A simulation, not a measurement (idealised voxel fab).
process module | voxel wiring stack
cross-section cut | 210 nm wide | cells 5 nm
A cross-section is a grid of square cells, given in bands from the top down. A band is one or more rows of cells.
Each band's line starts with the height of the band's top and of its bottom, in nm. Then come its materials from left to right, each with its width in nm. One material with "throughout" fills the band from edge to edge. "air" is empty space.
Height 0 is the level under which the wafer as received is all one material. The lowest band goes on downwards, as in "0 down".
A width such as "30 to 40" changes by the same amount from each row of cells to the next, from the band's top row to its bottom row.
"no change" after a step means that no cell of the cross-section changed.
closed voids: empty space of 8 cells or more with no open way to the top, each as width x height at its distance from the left edge, in nm
after a step's settings: what the simulator itself notes on the step
overlay nm, on a step with a mask: how far to the right of its planned place the mask lay; to the left if negative
plan
1 op RECEIVE | material Si
2 op CONFORMAL_DEP | material SiO2 | thk nm 10
3 op CONFORMAL_DEP | material SiCN | thk nm 5
4 op DIRECTIONAL_DEP | material SiO2 | thk nm 25
5 op PATTERN | tone open | mask id METAL_1 | material resist | width nm 30 | pitch nm 60 | thk nm 20 | overlay nm 0
6 op DIRECTIONAL_ETCH | etch materials SiO2 | depth nm 25
7 op DIRECTIONAL_ETCH | etch materials SiCN | depth nm 5
8 op STRIP | etch materials resist
9 op CONFORMAL_DEP | material TiN | thk nm 5
10 op FILL_DEP | material Cu | thk nm 5
11 op CMP | height nm 40
12 op CONFORMAL_DEP | material SiCN | thk nm 5
13 op DIRECTIONAL_DEP | material lowk | thk nm 25
14 op PATTERN | tone open | mask id METAL_2_HOLES | material resist | width nm 15 | pitch nm 60 | thk nm 20 | overlay nm 0
15 op DIRECTIONAL_ETCH | etch materials lowk | depth nm 25
16 op STRIP | etch materials resist
17 op PATTERN | tone open | mask id METAL_2 | material resist | width nm 30 | pitch nm 60 | thk nm 20 | overlay nm 0
18 op DIRECTIONAL_ETCH | etch materials lowk | depth nm 15
19 op DIRECTIONAL_ETCH | etch materials SiCN | depth nm 5
20 op STRIP | etch materials resist
21 op CONFORMAL_DEP | material TiN | thk nm 5
22 op FILL_DEP | material Ru | thk nm 10
23 op CMP | height nm 70
24 op CONFORMAL_DEP | material SiCN | thk nm 5
25 op DIRECTIONAL_DEP | material SiO2 | thk nm 15
26 op PATTERN | tone open | mask id PLUG_2 | material resist | width nm 15 | thk nm 15 | overlay nm 0
27 op DIRECTIONAL_ETCH | etch materials SiO2 | depth nm 15
28 op DIRECTIONAL_ETCH | etch materials SiCN | depth nm 5
29 op STRIP | etch materials resist
30 op EPI | material Ru | thk nm 10
31 op EPI | material Ru | thk nm 10
32 op DIRECTIONAL_DEP | material TiN | thk nm 5
33 op DIRECTIONAL_DEP | material Ru | thk nm 20
34 op PATTERN | tone cover | mask id METAL_3 | material resist | width nm 30 | pitch nm 60 | thk nm 20 | overlay nm 0
35 op DIRECTIONAL_ETCH | etch materials Ru | depth nm 20
36 op DIRECTIONAL_ETCH | etch materials TiN | depth nm 5
37 op STRIP | etch materials resist
38 op CONFORMAL_DEP | material SiCN | thk nm 5
39 op FILL_DEP | material SiO2 | thk nm 10
40 op CMP | height nm 115
41 op CONFORMAL_DEP | material SiCN | thk nm 5
42 op DIRECTIONAL_DEP | material SiO2 | thk nm 30
43 op PATTERN | tone open | mask id METAL_4_HOLES | material resist | width nm 15 | pitch nm 60 | thk nm 15 | overlay nm 0
44 op DIRECTIONAL_ETCH | etch materials SiO2 | depth nm 30
45 op STRIP | etch materials resist
46 op MASKED_ETCH | tone open | mask id METAL_4 | width nm 30 | pitch nm 60 | etch materials SiO2 | depth nm 15 | overlay nm 0
47 op MASKED_ETCH | tone open | mask id METAL_4 | width nm 30 | pitch nm 60 | etch materials SiCN | depth nm 5 | overlay nm 0
48 op CONFORMAL_DEP | material TiN | thk nm 5
49 op FILL_DEP | material Cu | thk nm 10
50 op CMP | height nm 150
51 op CONFORMAL_DEP | material SiCN | thk nm 5
as received, after step 1
  0 down: Si throughout
  closed voids: none
first wafer at the end, as planned
  155 to 150: SiCN throughout
  150 to 140: SiO2 60 | TiN 5 | Cu 20 | TiN 5 | SiO2 30 | TiN 5 | Cu 20 | TiN 5 | SiO2 60
  140 to 135: SiO2 60 | TiN 5 | Cu 5 | TiN 20 | SiO2 30 | TiN 5 | Cu 5 | TiN 20 | SiO2 60
  135 to 120: SiO2 60 | TiN 5 | Cu 5 | TiN 5 | SiO2 45 | TiN 5 | Cu 5 | TiN 5 | SiO2 75
  120 to 115: SiCN 60 | TiN 15 | SiCN 45 | TiN 15 | SiCN 75
  115 to 95: SiO2 55 | SiCN 5 | Ru 30 | SiCN 5 | SiO2 20 | SiCN 5 | Ru 30 | SiCN 5 | SiO2 55
  95 to 90: SiCN 60 | TiN 30 | SiCN 30 | TiN 30 | SiCN 60
  90 to 75: SiO2 60 | Ru 15 | SiO2 135
  75 to 70: SiCN 60 | Ru 15 | SiCN 135
  70 to 60: lowk 60 | TiN 5 | Ru 20 | TiN 5 | lowk 30 | TiN 5 | Ru 20 | TiN 5 | lowk 60
  60 to 55: lowk 60 | TiN 5 | Ru 5 | TiN 20 | lowk 30 | TiN 5 | Ru 5 | TiN 20 | lowk 60
  55 to 45: lowk 60 | TiN 5 | Ru 5 | TiN 5 | lowk 45 | TiN 5 | Ru 5 | TiN 5 | lowk 75
  45 to 40: SiCN 60 | TiN 15 | SiCN 45 | TiN 15 | SiCN 75
  40 to 15: SiO2 60 | TiN 5 | Cu 20 | TiN 5 | SiO2 30 | TiN 5 | Cu 20 | TiN 5 | SiO2 60
  15 to 10: SiCN 60 | TiN 30 | SiCN 30 | TiN 30 | SiCN 60
  10 to 0: SiO2 throughout
  0 down: Si throughout
  closed voids: none
second wafer at the end: like start, like plan, one mistake
  155 to 150: SiCN throughout
  150 to 140: SiO2 60 | TiN 5 | Cu 20 | TiN 5 | SiO2 30 | TiN 5 | Cu 20 | TiN 5 | SiO2 60
  140 to 135: SiO2 60 | TiN 5 | Cu 5 | TiN 20 | SiO2 30 | TiN 5 | Cu 5 | TiN 20 | SiO2 60
  135 to 120: SiO2 60 | TiN 5 | Cu 5 | TiN 5 | SiO2 45 | TiN 5 | Cu 5 | TiN 5 | SiO2 75
  120 to 115: SiCN 60 | TiN 15 | SiCN 45 | TiN 15 | SiCN 75
  115 to 110: SiO2 55 | SiCN 5 | Ru 30 | SiCN 5 | SiO2 20 | SiCN 5 | Ru 30 | SiCN 5 | SiO2 55
  110 to 105: SiCN 60 | Ru 15 | TiN 15 | SiCN 30 | TiN 30 | SiCN 60
  105 to 95: SiO2 60 | Ru 15 | SiO2 135
  95 to 90: SiO2 60 | TiN 15 | SiO2 135
  90 to 75: SiO2 throughout
  75 to 70: SiCN throughout
  70 to 60: lowk 60 | TiN 5 | Ru 20 | TiN 5 | lowk 30 | TiN 5 | Ru 20 | TiN 5 | lowk 60
  60 to 55: lowk 60 | TiN 5 | Ru 5 | TiN 20 | lowk 30 | TiN 5 | Ru 5 | TiN 20 | lowk 60
  55 to 45: lowk 60 | TiN 5 | Ru 5 | TiN 5 | lowk 45 | TiN 5 | Ru 5 | TiN 5 | lowk 75
  45 to 40: SiCN 60 | TiN 15 | SiCN 45 | TiN 15 | SiCN 75
  40 to 15: SiO2 60 | TiN 5 | Cu 20 | TiN 5 | SiO2 30 | TiN 5 | Cu 20 | TiN 5 | SiO2 60
  15 to 10: SiCN 60 | TiN 30 | SiCN 30 | TiN 30 | SiCN 60
  10 to 0: SiO2 throughout
  0 down: Si throughout
  closed voids: none
what went wrong: step 25 was run twice
at the end the second wafer has, in cells: 39 fewer of Ru | 9 fewer of SiCN | 48 more of SiO2
